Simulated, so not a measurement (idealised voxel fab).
A process module follows: voxel plated lines.
Xsec cut, 290 nm wide, square cell size 5 nm.
Just so we're on the same page, the cross-sections are grids of square cells, and they're listed out in bands top to bottom, each band one or more rows deep. Quick guide to a band line: top height, bottom height (nm) up front; then every material left to right with its width in nm. Only one material and it's marked "edge to edge"? Then it fills the band edge to edge. And "blank" just means empty space. Zero point of the height axis is 0; under it, received wafer = one material. Lowest band: continues down indefinitely, "0 down". Per-row width for "30 to 40": begins at first number (top row of band), ends at second number (bottom row), increment between rows held constant. Any step labelled "same as before" changed none of the cells in the cross-section. "Trapped void list" lists enclosed empty spaces (at least 8 cells, no open path upward to the top), each as width x height at distance from the left edge, in nm. What comes after the settings on a step's line is commentary from the simulator itself on that step. What "overlay nm" on a step's line means: if the step has a mask, that mask lay this far to the right of its planned place, or, when the value is negative, to the left.
Set out below are the planned steps of the process
1,op RECEIVE | material Si
2,op CONFORMAL_DEP | material SiN | thk nm 5
3,op DIRECTIONAL_DEP | material TiN | thk nm 5
4,op PATTERN | tone open | mask id LINES | material resist | width nm 15 | pitch nm 40 | thk nm 30 | overlay nm 0
5,op EPI | material Ru | thk nm 10
6,op EPI | material Ru | thk nm 10
7,op STRIP | etch materials resist
8,op DIRECTIONAL_ETCH | etch materials TiN | depth nm 5
9,op CONFORMAL_DEP | material SiO2 | thk nm 5
The cross-section here shows the wafer as received, i.e. in its state after step 1
- 0 down  Si edge to edge
- Trapped void list: none
The module was run from the start shown above using the plan shown above, but one mistake was made doing it; the resulting wafer cross-section is below
- 35 to 30  blank 110 nm  SiO2 25 nm  blank 15 nm  SiO2 25 nm  blank 115 nm
- 30 to 10  blank 110 nm  SiO2 5 nm  Ru 15 nm  SiO2 5 nm  blank 15 nm  SiO2 5 nm  Ru 15 nm  SiO2 5 nm  blank 115 nm
- 10 to 5  SiO2 115 nm  TiN 15 nm  SiO2 25 nm  TiN 15 nm  SiO2 120 nm
- 5 to 0  Ru edge to edge
- 0 down  Si edge to edge
- Trapped void list: none
Finding, execution versus plan: rather than as planned, step 2 actually ran as op CONFORMAL_DEP | material Ru | thk nm 5
